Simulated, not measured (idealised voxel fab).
Proc. module: voxel self aligned contacts
The cross-section on display is named cut; it measures 240 nm wide, and its cells are 5 nm squares.
We lay out every cross-section as a grid of square cells and spell it out in bands from the top down, where one band means one or more rows of cells.
This entry defines a band. It first specifies the height of the band's top and the height of its bottom in nm, and then specifies the band's materials from left to right, stating each material with its width in nm. The word "all across" identifies a single material that fills the band from edge to edge, while the word "air" identifies empty space.
Ref level 0: as-received wafer is one material below here. Bottom band extends down with no lower bound ("0 and below").
A two-number width, for instance "30 to 40", indicates that the width is equal to the first number in the top row of the band and to the second number in the bottom row, and that it changes by a constant amount per row of cells.
"no change", as given for a step, is the statement that not any cell of the cross-section underwent a change during that step.
Empty spaces counting at least 8 cells and having no open way to the top are listed in "Sealed voids". The notation width x height at distance is used for each, the distance being from the left edge and all three values in nm.
What comes after the settings on a step's line is commentary from the simulator itself on that step.
overlay nm: step with mask; distance mask lay right of planned place; negative value = left of planned place.

So here's the lineup of process steps we planned:
1: RECEIVE | material Si
2: OXIDIZE | depth nm 5
3: DIRECTIONAL_DEP | material polySi | thk nm 30
4: DIRECTIONAL_DEP | material SiN | thk nm 15
5: MASKED_ETCH | tone cover | mask id GATE | width nm 30 | pitch nm 60 | etch materials SiN | depth nm 15 | overlay nm 0
6: MASKED_ETCH | tone cover | mask id GATE | width nm 30 | pitch nm 60 | etch materials polySi | depth nm 30 | overlay nm 0
7: CONFORMAL_DEP | material SiN | thk nm 5
8: DIRECTIONAL_ETCH | etch materials SiN | depth nm 5
9: FILL_DEP | material SiO2 | thk nm 20
10: CMP | height nm 55
11: DIRECTIONAL_DEP | material aC | thk nm 15
12: PATTERN | tone open | mask id CONTACT | material resist | width nm 40 | thk nm 30 | overlay nm 0
13: DIRECTIONAL_ETCH | etch materials aC | depth nm 15
14: STRIP | etch materials resist
15: DIRECTIONAL_ETCH | etch materials SiO2 | depth nm 60
16: STRIP | etch materials aC
17: CONFORMAL_DEP | material TiN | thk nm 5
18: FILL_DEP | material Ru | thk nm 5
19: CMP | height nm 55
20: CONFORMAL_DEP | material SiCN | thk nm 5

The first of two wafers, run as planned:

as received, after step 1:
- 0 and below | Si all across
- Sealed voids: none

Step 2 done - wafer cross-section:
- 0 down to -5 | SiO2 all across
- Under the height -5 nothing was changed.

Step 3 done - wafer cross-section:
- 30 down to 0 | polySi all across
- Under the height 0 nothing was changed.

Step 4 done - wafer cross-section:
- 45 down to 30 | SiN all across
- Under the height 30 nothing was changed.

Step 5 done - wafer cross-section:
- 45 down to 30 | air 75; SiN 30; air 30; SiN 30; air 75
- Under the height 30 nothing was changed.

Step 6 done - wafer cross-section:
- 45 down to 30 | air 75; SiN 30; air 30; SiN 30; air 75
- 30 down to 0 | air 75; polySi 30; air 30; polySi 30; air 75
- Under the height 0 nothing was changed.

Step 7 done - wafer cross-section:
- 50 down to 30 | air 70; SiN 40; air 20; SiN 40; air 70
- 30 down to 5 | air 70; SiN 5; polySi 30; SiN 5; air 20; SiN 5; polySi 30; SiN 5; air 70
- 5 down to 0 | SiN 75; polySi 30; SiN 30; polySi 30; SiN 75
- Under the height 0 nothing was changed.

Step 8 done - wafer cross-section:
- 45 down to 30 | air 70; SiN 40; air 20; SiN 40; air 70
- 30 down to 0 | air 70; SiN 5; polySi 30; SiN 5; air 20; SiN 5; polySi 30; SiN 5; air 70
- Under the height 0 nothing was changed.

Step 9 done - wafer cross-section:
- 65 down to 45 | SiO2 all across
- 45 down to 30 | SiO2 70; SiN 40; SiO2 20; SiN 40; SiO2 70
- 30 down to 0 | SiO2 70; SiN 5; polySi 30; SiN 5; SiO2 20; SiN 5; polySi 30; SiN 5; SiO2 70
- Under the height 0 nothing was changed.

Step 10 done - wafer cross-section:
- 55 down to 45 | SiO2 all across
- Under the height 45 nothing was changed.

Step 11 done - wafer cross-section:
- 70 down to 55 | aC all across
- Under the height 55 nothing was changed.

Step 12 done - wafer cross-section:
- 100 down to 70 | resist 100; air 40; resist 100
- Under the height 70 nothing was changed.

Step 13 done - wafer cross-section:
- 85 down to 70 | resist 100; air 40; resist 100
- 70 down to 55 | aC 100; air 40; aC 100
- Under the height 55 nothing was changed.

Step 14 done - wafer cross-section:
- 70 down to 55 | aC 100; air 40; aC 100
- Under the height 55 nothing was changed.

Step 15 done - wafer cross-section:
- 70 down to 55 | aC 100; air 40; aC 100
- 55 down to 45 | SiO2 100; air 40; SiO2 100
- 45 down to 30 | SiO2 70; SiN 40; air 20; SiN 40; SiO2 70
- 30 down to 0 | SiO2 70; SiN 5; polySi 30; SiN 5; air 20; SiN 5; polySi 30; SiN 5; SiO2 70
- 0 down to -5 | SiO2 110; air 20; SiO2 110
- Under the height -5 nothing was changed.

Step 16 done - wafer cross-section:
- 55 down to 45 | SiO2 100; air 40; SiO2 100
- Under the height 45 nothing was changed.

Step 17 done - wafer cross-section:
- 60 down to 55 | TiN 105; air 30; TiN 105
- 55 down to 45 | SiO2 100; TiN 5 to 15; air 30 to 10; TiN 5 to 15; SiO2 100
- 45 down to 30 | SiO2 70; SiN 40; TiN 5; air 10; TiN 5; SiN 40; SiO2 70
- 30 down to 0 | SiO2 70; SiN 5; polySi 30; SiN 5; TiN 5; air 10; TiN 5; SiN 5; polySi 30; SiN 5; SiO2 70
- 0 down to -5 | SiO2 110; TiN 20; SiO2 110
- Under the height -5 nothing was changed.

Step 18 done - wafer cross-section:
- 65 down to 60 | Ru all across
- 60 down to 55 | TiN 105; Ru 30; TiN 105
- 55 down to 45 | SiO2 100; TiN 5 to 15; Ru 30 to 10; TiN 5 to 15; SiO2 100
- 45 down to 30 | SiO2 70; SiN 40; TiN 5; Ru 10; TiN 5; SiN 40; SiO2 70
- 30 down to 0 | SiO2 70; SiN 5; polySi 30; SiN 5; TiN 5; Ru 10; TiN 5; SiN 5; polySi 30; SiN 5; SiO2 70
- Under the height 0 nothing was changed.

Step 19 done - wafer cross-section:
- 55 down to 45 | SiO2 100; TiN 5 to 15; Ru 30 to 10; TiN 5 to 15; SiO2 100
- Under the height 45 nothing was changed.

Step 20 done - wafer cross-section:
- 60 down to 55 | SiCN all across
- Under the height 55 nothing was changed.

Okay, second wafer. Nothing different at the start, nothing different in the plan, just one mistake somewhere in the running. As far as step 6, counting that step, it's the first wafer all over again:

Second wafer at the planned finish of step 7, seen in cross-section:
- 50 down to 45 | air 70; SiO2 40; air 20; SiO2 40; air 70
- 45 down to 30 | air 70; SiO2 5; SiN 30; SiO2 5; air 20; SiO2 5; SiN 30; SiO2 5; air 70
- 30 down to 5 | air 70; SiO2 5; polySi 30; SiO2 5; air 20; SiO2 5; polySi 30; SiO2 5; air 70
- 5 down to 0 | SiO2 75; polySi 30; SiO2 30; polySi 30; SiO2 75
- Under the height 0 nothing was changed.

Second wafer at the planned finish of step 8, seen in cross-section: no change

Second wafer at the planned finish of step 9, seen in cross-section:
- 70 down to 45 | SiO2 all across
- 45 down to 30 | SiO2 75; SiN 30; SiO2 30; SiN 30; SiO2 75
- 30 down to 0 | SiO2 75; polySi 30; SiO2 30; polySi 30; SiO2 75
- Under the height 0 nothing was changed.

Second wafer at the planned finish of step 10, seen in cross-section:
- 55 down to 45 | SiO2 all across
- Under the height 45 nothing was changed.

Second wafer at the planned finish of step 11, seen in cross-section:
- 70 down to 55 | aC all across
- Under the height 55 nothing was changed.

Second wafer at the planned finish of step 12, seen in cross-section:
- 100 down to 70 | resist 100; air 40; resist 100
- Under the height 70 nothing was changed.

Second wafer at the planned finish of step 13, seen in cross-section:
- 85 down to 70 | resist 100; air 40; resist 100
- 70 down to 55 | aC 100; air 40; aC 100
- Under the height 55 nothing was changed.

Second wafer at the planned finish of step 14, seen in cross-section:
- 70 down to 55 | aC 100; air 40; aC 100
- Under the height 55 nothing was changed.

Second wafer at the planned finish of step 15, seen in cross-section:
- 70 down to 55 | aC 100; air 40; aC 100
- 55 down to 45 | SiO2 100; air 40; SiO2 100
- 45 down to 30 | SiO2 75; SiN 30; air 30; SiN 30; SiO2 75
- 30 down to 0 | SiO2 75; polySi 30; air 30; polySi 30; SiO2 75
- 0 down to -5 | SiO2 105; air 30; SiO2 105
- Under the height -5 nothing was changed.

Second wafer at the planned finish of step 16, seen in cross-section:
- 55 down to 45 | SiO2 100; air 40; SiO2 100
- Under the height 45 nothing was changed.

Second wafer at the planned finish of step 17, seen in cross-section:
- 60 down to 55 | TiN 105; air 30; TiN 105
- 55 down to 45 | SiO2 100; TiN 5 to 10; air 30 to 20; TiN 5 to 10; SiO2 100
- 45 down to 30 | SiO2 75; SiN 30; TiN 5; air 20; TiN 5; SiN 30; SiO2 75
- 30 down to 0 | SiO2 75; polySi 30; TiN 5; air 20; TiN 5; polySi 30; SiO2 75
- 0 down to -5 | SiO2 105; TiN 30; SiO2 105
- Under the height -5 nothing was changed.

Second wafer at the planned finish of step 18, seen in cross-section:
- 65 down to 60 | Ru all across
- 60 down to 55 | TiN 105; Ru 30; TiN 105
- 55 down to 45 | SiO2 100; TiN 5 to 10; Ru 30 to 20; TiN 5 to 10; SiO2 100
- 45 down to 30 | SiO2 75; SiN 30; TiN 5; Ru 20; TiN 5; SiN 30; SiO2 75
- 30 down to 0 | SiO2 75; polySi 30; TiN 5; Ru 20; TiN 5; polySi 30; SiO2 75
- Under the height 0 nothing was changed.

Second wafer at the planned finish of step 19, seen in cross-section:
- 55 down to 45 | SiO2 100; TiN 5 to 10; Ru 30 to 20; TiN 5 to 10; SiO2 100
- Under the height 45 nothing was changed.

Second wafer at the planned finish of step 20, seen in cross-section:
- 60 down to 55 | SiCN all across
- Under the height 55 nothing was changed.
Want to know what went wrong? contrary to plan, step 7 was performed as CONFORMAL_DEP | material SiO2 | thk nm 5
Final comparison by cell count, materials where the second wafer has more or fewer than the first: 20 more of Ru, 36 fewer of SiN, 16 more of SiO2
